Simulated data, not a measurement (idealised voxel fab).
This section sets out a process module, namely voxel capacitor over wiring.
Shown is cross-section cut, with a width of 300 nm and square cells of size 5 nm.
In this document a cross-section is written as a grid of square cells. It is given as a series of bands, listed from the top down, and a band is one or more rows of cells.
Read a band's entry like this: the first values are the height of its top and the height of its bottom in nm, and what follows is the sequence of materials from left to right, each with its width in nm. Note that "empty" is empty space, and that a single material marked "throughout" reaches across the band from edge to edge.
Note: height 0 marks the level under which the wafer is uniformly one material as received. Lowest band unbounded below, written "0..down".
When a width is written as two numbers, as in "30..40", the first number is the width in the top row of cells of the band and the second is the width in its bottom row, and the width changes by the same amount from each row to the next.
Step note "nothing changed" = no cross-section cell changed.
"Sealed cavities" means: voids of 8 cells or more that are shut off from the top with no open way through. Written width x height at distance, distance from the left edge, in nm.
The remark found on a step's line after its settings is issued by the simulator itself and pertains to that step.
overlay nm: mask right of planned place by this much (step with mask). Neg. = left.

-- Listed below are the process steps as planned
1) RECEIVE | material Si
2) CONFORMAL_DEP | material SiO2 | thk nm 15
3) DIRECTIONAL_DEP | material TiN | thk nm 5
4) DIRECTIONAL_DEP | material W | thk nm 25
5) PATTERN | tone cover | mask id METAL_1 | material resist | width nm 20 | pitch nm 85 | thk nm 20 | overlay nm 0
6) DIRECTIONAL_ETCH | etch materials W | depth nm 25
7) DIRECTIONAL_ETCH | etch materials TiN | depth nm 5
8) STRIP | etch materials resist
9) CONFORMAL_DEP | material SiN | thk nm 5
10) FILL_DEP | material lowk | thk nm 10
11) CMP | height nm 45
12) CONFORMAL_DEP | material SiCN | thk nm 5
13) DIRECTIONAL_DEP | material lowk | thk nm 15
14) DIRECTIONAL_DEP | material aC | thk nm 10
15) PATTERN | tone open | mask id PLUG_1 | material resist | width nm 15 | thk nm 30 | overlay nm 0
16) DIRECTIONAL_ETCH | etch materials aC | depth nm 10
17) STRIP | etch materials resist
18) DIRECTIONAL_ETCH | etch materials lowk | depth nm 15
19) DIRECTIONAL_ETCH | etch materials SiCN | depth nm 5
20) STRIP | etch materials aC
21) EPI | material Ru | thk nm 10
22) EPI | material Ru | thk nm 10
23) DIRECTIONAL_DEP | material TiN | thk nm 5
24) DIRECTIONAL_DEP | material Al2O3 | thk nm 5
25) DIRECTIONAL_DEP | material TiN | thk nm 10
26) MASKED_ETCH | tone cover | mask id UPPER_PLATE | width nm 70 | etch materials TiN | depth nm 10 | overlay nm 0
27) MASKED_ETCH | tone cover | mask id UPPER_PLATE | width nm 70 | etch materials Al2O3 | depth nm 5 | overlay nm 0
28) DIRECTIONAL_DEP | material aC | thk nm 15
29) PATTERN | tone cover | mask id LOWER_PLATE | material resist | width nm 80 | thk nm 30 | overlay nm 0
30) DIRECTIONAL_ETCH | etch materials aC | depth nm 15
31) STRIP | etch materials resist
32) DIRECTIONAL_ETCH | etch materials TiN | depth nm 5
33) STRIP | etch materials aC
34) FILL_DEP | material SiO2 | thk nm 20
35) CMP | height nm 100
36) MASKED_ETCH | tone open | mask id PLUG_2 | width nm 15 | etch materials SiO2 | depth nm 15 | overlay nm 0
37) CONFORMAL_DEP | material TiN | thk nm 5
38) FILL_DEP | material Ru | thk nm 10
39) CMP | height nm 100
40) CONFORMAL_DEP | material SiN | thk nm 5

-- as received, after step 1
0..down = Si throughout
Sealed cavities: none

-- Cross-sectional result after module completion. Note: starting condition and plan are unchanged from above; one processing mistake was made
105..100 = SiN throughout
100..90 = 110 of SiO2  5 of TiN  5 of Ru  5 of TiN  175 of SiO2
90..80 = 110..115 of SiO2  15..55 of TiN  175..130 of SiO2
80..75 = 100 of SiO2  70 of TiN  130 of SiO2
75..70 = 100 of SiO2  15 of TiN  55 of Al2O3  130 of SiO2
70..65 = 95 of SiO2  5 of TiN  15 of Al2O3  60 of TiN  125 of SiO2
65..60 = 100 of lowk  15 of TiN  185 of lowk
60..50 = lowk throughout
50..45 = SiCN throughout
45..20 = 90 of lowk  5 of SiN  20 of W  5 of SiN  55 of lowk  5 of SiN  20 of W  5 of SiN  95 of lowk
20..15 = 95 of SiN  20 of TiN  65 of SiN  20 of TiN  100 of SiN
15..0 = SiO2 throughout
0..down = Si throughout
Sealed cavities: none
Processing error: rather than as planned, step 18 actually ran as DIRECTIONAL_ETCH | etch materials lowk | depth nm 5
